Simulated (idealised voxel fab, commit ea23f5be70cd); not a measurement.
process module | voxel spacer lines
cross-section cut | 145 nm wide | cells 5 nm
A cross-section is a grid of square cells, given in bands from the top down. A band is one or more rows of cells.
Each band's line starts with the height of the band's top and of its bottom, in nm. Then come its materials from left to right, each with its width in nm. One material with "throughout" fills the band from edge to edge. "air" is empty space.
Height 0 is the level under which the wafer as received is all one material. The lowest band goes on downwards, as in "0 down".
A width such as "30 to 40" changes by the same amount from each row of cells to the next, from the band's top row to its bottom row.
"no change" after a step means that no cell of the cross-section changed.
closed voids: empty space of 8 cells or more with no open way to the top, each as width x height at its distance from the left edge, in nm
after a step's settings: what the simulator itself notes on the step
overlay nm, on a step with a mask: how far to the right of its planned place the mask lay; to the left if negative
plan
1 op RECEIVE | material Si
2 op CONFORMAL_DEP | material Al2O3 | thk nm 5
3 op DIRECTIONAL_DEP | material W | thk nm 15
4 op DIRECTIONAL_DEP | material polySi | thk nm 20
5 op PATTERN | tone cover | mask id MANDREL | material resist | width nm 15 | pitch nm 50 | thk nm 30 | overlay nm 0
6 op DIRECTIONAL_ETCH | etch materials polySi | depth nm 20
7 op STRIP | etch materials resist
8 op CONFORMAL_DEP | material SiN | thk nm 10
9 op DIRECTIONAL_ETCH | etch materials SiN | depth nm 10
10 op STRIP | etch materials polySi
11 op DIRECTIONAL_ETCH | etch materials W | depth nm 15
12 op STRIP | etch materials SiN
13 op FILL_DEP | material SiO2 | thk nm 5
14 op CMP | height nm 20
as received, after step 1
  0 down: Si throughout
  closed voids: none
a wafer at the end: this start, this plan, one mistake
  20 to 5: SiO2 30 | W 10 | SiO2 15 | W 10 | SiO2 15 | W 10 | SiO2 15 | W 10 | SiO2 30
  5 to 0: SiO2 throughout
  0 down: Si throughout
  closed voids: none
what went wrong: step 2 ran as: op CONFORMAL_DEP | material SiO2 | thk nm 5
